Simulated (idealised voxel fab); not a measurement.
Name of the process module below: voxel tone inversion
Section cut is 290 nm wide and gridded with 5 nm square cells.
A cross-section in this document is a grid of square cells, and it is written down as bands, the top band listed before the ones below it; a band is made up of one or more rows of cells.
In this notation a band is specified by the heights of its top and bottom, in that order and in nm, after which its materials appear from left to right, each paired with its width in nm. The word "full width" attached to a single material means that material fills the band from edge to edge; the word "empty" stands for empty space.
Height reference: 0 = level under which incoming wafer is all one material. Lowest band: no bottom, runs on downward, e.g. "top 0, no bottom".
Width spec "30..40" -> top row of cells at first value, bottom row at second value, equal per-row change in between.
The cross-section has no changed cell in any step marked "changes: none".
Each empty space that has no open way to the top and spans at least 8 cells appears under "Sealed void listing" as width x height at distance, the distance counted from the left edge, all in nm.
If you see something after the settings on a step's line, that's the simulator's own remark about that step.
overlay nm: mask offset rightward from planned place, masked step; negative means leftward offset.
Read each pair as before and after one process step. The after cross-section shows only down to the lowest band that changed. The step between them and its settings are given below the pair. Pairs can come from different runs of this module on the same starting wafer. A pair continues from the pair above only where its "Cross-section, before" entry says so.
## Cross-section, before
	top 0, no bottom: Si full width
	Sealed void listing: none
## Post-Step Cross-Section
	top 5, bottom 0: SiCN full width
	Everything below 0 is unchanged.
	Sealed void listing: none
Process step (between the before and after cross-sections above): CONFORMAL_DEP,material SiCN,thk nm 5
Cross-section, before: the after view from the pair directly above serves as the before view here.
## Post-Step Cross-Section
	top 20, bottom 5: polySi full width
	Everything below 5 is unchanged.
	Sealed void listing: none
Process step (between the before and after cross-sections above): DIRECTIONAL_DEP,material polySi,thk nm 15
Cross-section, before: the after view from the pair directly above serves as the before view here.
## Post-Step Cross-Section
	top 45, bottom 20: 110 empty, 20 resist, 25 empty, 20 resist, 115 empty
	Everything below 20 is unchanged.
	Sealed void listing: none
Process step (between the before and after cross-sections above): PATTERN,tone cover,mask id POSTS,material resist,width nm 20,pitch nm 45,thk nm 25,overlay nm 0
Cross-section, before: the after view from the pair directly above serves as the before view here.
## Post-Step Cross-Section
	top 45, bottom 20: 110 empty, 20 resist, 25 empty, 20 resist, 115 empty
	top 20, bottom 5: 110 empty, 20 polySi, 25 empty, 20 polySi, 115 empty
	Everything below 5 is unchanged.
	Sealed void listing: none
Process step (between the before and after cross-sections above): DIRECTIONAL_ETCH,etch materials polySi,depth nm 15
Cross-section, before: the after view from the pair directly above serves as the before view here.
## Post-Step Cross-Section
	top 20, bottom 5: 110 empty, 20 polySi, 25 empty, 20 polySi, 115 empty
	Everything below 5 is unchanged.
	Sealed void listing: none
Process step (between the before and after cross-sections above): STRIP,etch materials resist
Cross-section, before: the after view from the pair directly above serves as the before view here.
## Post-Step Cross-Section
	top 30, bottom 20: SiO2 full width
	top 20, bottom 5: 110 SiO2, 20 polySi, 25 SiO2, 20 polySi, 115 SiO2
	Everything below 5 is unchanged.
	Sealed void listing: none
Process step (between the before and after cross-sections above): FILL_DEP,material SiO2,thk nm 10
Cross-section, before: the after view from the pair directly above serves as the before view here.
## Post-Step Cross-Section
	top 20, bottom 5: 110 SiO2, 20 polySi, 25 SiO2, 20 polySi, 115 SiO2
	Everything below 5 is unchanged.
	Sealed void listing: none
Process step (between the before and after cross-sections above): CMP,height nm 20
Cross-section, before: the after view from the pair directly above serves as the before view here.
## Post-Step Cross-Section
	top 20, bottom 5: 110 SiO2, 20 empty, 25 SiO2, 20 empty, 115 SiO2
	Everything below 5 is unchanged.
	Sealed void listing: none
Process step (between the before and after cross-sections above): STRIP,etch materials polySi
## Cross-section, before
	top 0, no bottom: Si full width
	Sealed void listing: none
## Post-Step Cross-Section
	top 15, bottom 0: polySi full width
	Everything below 0 is unchanged.
	Sealed void listing: none
Process step (between the before and after cross-sections above): DIRECTIONAL_DEP,material polySi,thk nm 15
Cross-section, before: the after view from the pair directly above serves as the before view here.
## Post-Step Cross-Section
	top 40, bottom 15: 110 empty, 20 resist, 25 empty, 20 resist, 115 empty
	Everything below 15 is unchanged.
	Sealed void listing: none
Process step (between the before and after cross-sections above): PATTERN,tone cover,mask id POSTS,material resist,width nm 20,pitch nm 45,thk nm 25,overlay nm 0
Cross-section, before: the after view from the pair directly above serves as the before view here.
## Post-Step Cross-Section
	top 40, bottom 15: 110 empty, 20 resist, 25 empty, 20 resist, 115 empty
	top 15, bottom 0: 110 empty, 20 polySi, 25 empty, 20 polySi, 115 empty
	Everything below 0 is unchanged.
	Sealed void listing: none
Process step (between the before and after cross-sections above): DIRECTIONAL_ETCH,etch materials polySi,depth nm 15
Cross-section, before: the after view from the pair directly above serves as the before view here.
## Post-Step Cross-Section
	top 15, bottom 0: 110 empty, 20 polySi, 25 empty, 20 polySi, 115 empty
	Everything below 0 is unchanged.
	Sealed void listing: none
Process step (between the before and after cross-sections above): STRIP,etch materials resist
Cross-section, before: the after view from the pair directly above serves as the before view here.
## Post-Step Cross-Section
	top 25, bottom 15: SiO2 full width
	top 15, bottom 0: 110 SiO2, 20 polySi, 25 SiO2, 20 polySi, 115 SiO2
	Everything below 0 is unchanged.
	Sealed void listing: none
Process step (between the before and after cross-sections above): FILL_DEP,material SiO2,thk nm 10
Cross-section, before: the after view from the pair directly above serves as the before view here.
## Post-Step Cross-Section
	top 20, bottom 15: SiO2 full width
	Everything below 15 is unchanged.
	Sealed void listing: none
Process step (between the before and after cross-sections above): CMP,height nm 20
## Cross-section, before
	top 30, bottom 20: SiO2 full width
	top 20, bottom 5: 110 SiO2, 20 polySi, 25 SiO2, 20 polySi, 115 SiO2
	top 5, bottom 0: SiCN full width
	top 0, no bottom: Si full width
	Sealed void listing: none
## Post-Step Cross-Section
	top 40, bottom 20: SiO2 full width
	Everything below 20 is unchanged.
	Sealed void listing: none
Process step (between the before and after cross-sections above): FILL_DEP,material SiO2,thk nm 10
Cross-section, before: the after view from the pair directly above serves as the before view here.
## Post-Step Cross-Section
	top 20, bottom 5: 110 SiO2, 20 polySi, 25 SiO2, 20 polySi, 115 SiO2
	Everything below 5 is unchanged.
	Sealed void listing: none
Process step (between the before and after cross-sections above): CMP,height nm 20
## Cross-section, before
	top 15, bottom 0: polySi full width
	top 0, no bottom: Si full width
	Sealed void listing: none
## Post-Step Cross-Section
	top 20, bottom 15: SiCN full width
	Everything below 15 is unchanged.
	Sealed void listing: none
Process step (between the before and after cross-sections above): CONFORMAL_DEP,material SiCN,thk nm 5
Cross-section, before: the after view from the pair directly above serves as the before view here.
## Post-Step Cross-Section
	top 45, bottom 20: 110 empty, 20 resist, 25 empty, 20 resist, 115 empty
	Everything below 20 is unchanged.
	Sealed void listing: none
Process step (between the before and after cross-sections above): PATTERN,tone cover,mask id POSTS,material resist,width nm 20,pitch nm 45,thk nm 25,overlay nm 0
Cross-section, before: the after view from the pair directly above serves as the before view here.
## Post-Step Cross-Section
	top 20, bottom 15: SiCN full width
	Everything below 15 is unchanged.
	Sealed void listing: none
Process step (between the before and after cross-sections above): STRIP,etch materials resist
Cross-section, before: the after view from the pair directly above serves as the before view here.
## Post-Step Cross-Section
	top 30, bottom 20: SiO2 full width
	Everything below 20 is unchanged.
	Sealed void listing: none
Process step (between the before and after cross-sections above): FILL_DEP,material SiO2,thk nm 10
Cross-section, before: the after view from the pair directly above serves as the before view here.
## Post-Step Cross-Section
	top 20, bottom 15: SiCN full width
	Everything below 15 is unchanged.
	Sealed void listing: none
Process step (between the before and after cross-sections above): CMP,height nm 20
## Cross-section, before
	top 30, bottom 20: SiO2 full width
	top 20, bottom 5: 110 SiO2, 20 polySi, 25 SiO2, 20 polySi, 115 SiO2
	top 5, bottom 0: SiCN full width
	top 0, no bottom: Si full width
	Sealed void listing: none
## Post-Step Cross-Section
	top 10, bottom 5: 110 SiO2, 20 polySi, 25 SiO2, 20 polySi, 115 SiO2
	Everything below 5 is unchanged.
	Sealed void listing: none
Process step (between the before and after cross-sections above): CMP,height nm 10
Cross-section, before: the after view from the pair directly above serves as the before view here.
## Post-Step Cross-Section
	top 10, bottom 5: 110 SiO2, 20 empty, 25 SiO2, 20 empty, 115 SiO2
	Everything below 5 is unchanged.
	Sealed void listing: none
Process step (between the before and after cross-sections above): STRIP,etch materials polySi
## Cross-section, before
	top 20, bottom 5: polySi full width
	top 5, bottom 0: SiCN full width
	top 0, no bottom: Si full width
	Sealed void listing: none
## Post-Step Cross-Section
	top 45, bottom 20: 105 empty, 30 resist, 15 empty, 30 resist, 110 empty
	Everything below 20 is unchanged.
	Sealed void listing: none
Process step (between the before and after cross-sections above): PATTERN,tone cover,mask id POSTS,material resist,width nm 30,pitch nm 45,thk nm 25,overlay nm 0
Cross-section, before: the after view from the pair directly above serves as the before view here.
## Post-Step Cross-Section
	top 45, bottom 20: 105 empty, 30 resist, 15 empty, 30 resist, 110 empty
	top 20, bottom 5: 105 empty, 30 polySi, 15 empty, 30 polySi, 110 empty
	Everything below 5 is unchanged.
	Sealed void listing: none
Process step (between the before and after cross-sections above): DIRECTIONAL_ETCH,etch materials polySi,depth nm 15
Cross-section, before: the after view from the pair directly above serves as the before view here.
## Post-Step Cross-Section
	top 20, bottom 5: 105 empty, 30 polySi, 15 empty, 30 polySi, 110 empty
	Everything below 5 is unchanged.
	Sealed void listing: none
Process step (between the before and after cross-sections above): STRIP,etch materials resist
Cross-section, before: the after view from the pair directly above serves as the before view here.
## Post-Step Cross-Section
	top 30, bottom 20: SiO2 full width
	top 20, bottom 5: 105 SiO2, 30 polySi, 15 SiO2, 30 polySi, 110 SiO2
	Everything below 5 is unchanged.
	Sealed void listing: none
Process step (between the before and after cross-sections above): FILL_DEP,material SiO2,thk nm 10
Cross-section, before: the after view from the pair directly above serves as the before view here.
## Post-Step Cross-Section
	top 20, bottom 5: 105 SiO2, 30 polySi, 15 SiO2, 30 polySi, 110 SiO2
	Everything below 5 is unchanged.
	Sealed void listing: none
Process step (between the before and after cross-sections above): CMP,height nm 20
Cross-section, before: the after view from the pair directly above serves as the before view here.
## Post-Step Cross-Section
	top 20, bottom 5: 105 SiO2, 30 empty, 15 SiO2, 30 empty, 110 SiO2
	Everything below 5 is unchanged.
	Sealed void listing: none
Process step (between the before and after cross-sections above): STRIP,etch materials polySi
## Cross-section, before
	top 20, bottom 5: polySi full width
	top 5, bottom 0: SiCN full width
	top 0, no bottom: Si full width
	Sealed void listing: none
## Post-Step Cross-Section
	top 45, bottom 20: 105 empty, 20 resist, 25 empty, 20 resist, 120 empty
	Everything below 20 is unchanged.
	Sealed void listing: none
Process step (between the before and after cross-sections above): PATTERN,tone cover,mask id POSTS,material resist,width nm 20,pitch nm 45,thk nm 25,overlay nm -5
Cross-section, before: the after view from the pair directly above serves as the before view here.
## Post-Step Cross-Section
	top 45, bottom 20: 105 empty, 20 resist, 25 empty, 20 resist, 120 empty
	top 20, bottom 5: 105 empty, 20 polySi, 25 empty, 20 polySi, 120 empty
	Everything below 5 is unchanged.
	Sealed void listing: none
Process step (between the before and after cross-sections above): DIRECTIONAL_ETCH,etch materials polySi,depth nm 15
Cross-section, before: the after view from the pair directly above serves as the before view here.
## Post-Step Cross-Section
	top 20, bottom 5: 105 empty, 20 polySi, 25 empty, 20 polySi, 120 empty
	Everything below 5 is unchanged.
	Sealed void listing: none
Process step (between the before and after cross-sections above): STRIP,etch materials resist
Cross-section, before: the after view from the pair directly above serves as the before view here.
## Post-Step Cross-Section
	top 30, bottom 20: SiO2 full width
	top 20, bottom 5: 105 SiO2, 20 polySi, 25 SiO2, 20 polySi, 120 SiO2
	Everything below 5 is unchanged.
	Sealed void listing: none
Process step (between the before and after cross-sections above): FILL_DEP,material SiO2,thk nm 10
Cross-section, before: the after view from the pair directly above serves as the before view here.
## Post-Step Cross-Section
	top 20, bottom 5: 105 SiO2, 20 polySi, 25 SiO2, 20 polySi, 120 SiO2
	Everything below 5 is unchanged.
	Sealed void listing: none
Process step (between the before and after cross-sections above): CMP,height nm 20
Cross-section, before: the after view from the pair directly above serves as the before view here.
## Post-Step Cross-Section
	top 20, bottom 5: 105 SiO2, 20 empty, 25 SiO2, 20 empty, 120 SiO2
	Everything below 5 is unchanged.
	Sealed void listing: none
Process step (between the before and after cross-sections above): STRIP,etch materials polySi
## Cross-section, before
	top 0, no bottom: Si full width
	Sealed void listing: none
## Post-Step Cross-Section
	top 5, bottom 0: SiO2 full width
	Everything below 0 is unchanged.
	Sealed void listing: none
Process step (between the before and after cross-sections above): CONFORMAL_DEP,material SiO2,thk nm 5
Cross-section, before: the after view from the pair directly above serves as the before view here.
## Post-Step Cross-Section
	top 20, bottom 5: polySi full width
	Everything below 5 is unchanged.
	Sealed void listing: none
Process step (between the before and after cross-sections above): DIRECTIONAL_DEP,material polySi,thk nm 15
Cross-section, before: the after view from the pair directly above serves as the before view here.
## Post-Step Cross-Section
	top 45, bottom 20: 110 empty, 20 resist, 25 empty, 20 resist, 115 empty
	Everything below 20 is unchanged.
	Sealed void listing: none
Process step (between the before and after cross-sections above): PATTERN,tone cover,mask id POSTS,material resist,width nm 20,pitch nm 45,thk nm 25,overlay nm 0
Cross-section, before: the after view from the pair directly above serves as the before view here.
## Post-Step Cross-Section
	top 45, bottom 20: 110 empty, 20 resist, 25 empty, 20 resist, 115 empty
	top 20, bottom 5: 110 empty, 20 polySi, 25 empty, 20 polySi, 115 empty
	Everything below 5 is unchanged.
	Sealed void listing: none
Process step (between the before and after cross-sections above): DIRECTIONAL_ETCH,etch materials polySi,depth nm 15
Cross-section, before: the after view from the pair directly above serves as the before view here.
## Post-Step Cross-Section
	top 20, bottom 5: 110 empty, 20 polySi, 25 empty, 20 polySi, 115 empty
	Everything below 5 is unchanged.
	Sealed void listing: none
Process step (between the before and after cross-sections above): STRIP,etch materials resist
Cross-section, before: the after view from the pair directly above serves as the before view here.
## Post-Step Cross-Section
	top 30, bottom 20: SiO2 full width
	top 20, bottom 5: 110 SiO2, 20 polySi, 25 SiO2, 20 polySi, 115 SiO2
	Everything below 5 is unchanged.
	Sealed void listing: none
Process step (between the before and after cross-sections above): FILL_DEP,material SiO2,thk nm 10
Cross-section, before: the after view from the pair directly above serves as the before view here.
## Post-Step Cross-Section
	top 20, bottom 5: 110 SiO2, 20 polySi, 25 SiO2, 20 polySi, 115 SiO2
	Everything below 5 is unchanged.
	Sealed void listing: none
Process step (between the before and after cross-sections above): CMP,height nm 20
Cross-section, before: the after view from the pair directly above serves as the before view here.
## Post-Step Cross-Section
	top 20, bottom 5: 110 SiO2, 20 empty, 25 SiO2, 20 empty, 115 SiO2
	Everything below 5 is unchanged.
	Sealed void listing: none
Process step (between the before and after cross-sections above): STRIP,etch materials polySi
## Cross-section, before
	top 20, bottom 5: polySi full width
	top 5, bottom 0: SiCN full width
	top 0, no bottom: Si full width
	Sealed void listing: none
## Post-Step Cross-Section
	top 45, bottom 20: 110 resist, 20 empty, 25 resist, 20 empty, 115 resist
	Everything below 20 is unchanged.
	Sealed void listing: none
Process step (between the before and after cross-sections above): PATTERN,tone open,mask id POSTS,material resist,width nm 20,pitch nm 45,thk nm 25,overlay nm 0
Cross-section, before: the after view from the pair directly above serves as the before view here.
## Post-Step Cross-Section
	top 45, bottom 20: 110 resist, 20 empty, 25 resist, 20 empty, 115 resist
	top 20, bottom 5: 110 polySi, 20 empty, 25 polySi, 20 empty, 115 polySi
	Everything below 5 is unchanged.
	Sealed void listing: none
Process step (between the before and after cross-sections above): DIRECTIONAL_ETCH,etch materials polySi,depth nm 15
Cross-section, before: the after view from the pair directly above serves as the before view here.
## Post-Step Cross-Section
	top 20, bottom 5: 110 polySi, 20 empty, 25 polySi, 20 empty, 115 polySi
	Everything below 5 is unchanged.
	Sealed void listing: none
Process step (between the before and after cross-sections above): STRIP,etch materials resist
Cross-section, before: the after view from the pair directly above serves as the before view here.
## Post-Step Cross-Section
	top 30, bottom 20: SiO2 full width
	top 20, bottom 5: 110 polySi, 20 SiO2, 25 polySi, 20 SiO2, 115 polySi
	Everything below 5 is unchanged.
	Sealed void listing: none
Process step (between the before and after cross-sections above): FILL_DEP,material SiO2,thk nm 10
Cross-section, before: the after view from the pair directly above serves as the before view here.
## Post-Step Cross-Section
	top 20, bottom 5: 110 polySi, 20 SiO2, 25 polySi, 20 SiO2, 115 polySi
	Everything below 5 is unchanged.
	Sealed void listing: none
Process step (between the before and after cross-sections above): CMP,height nm 20
Cross-section, before: the after view from the pair directly above serves as the before view here.
## Post-Step Cross-Section
	top 20, bottom 5: 110 empty, 20 SiO2, 25 empty, 20 SiO2, 115 empty
	Everything below 5 is unchanged.
	Sealed void listing: none
Process step (between the before and after cross-sections above): STRIP,etch materials polySi
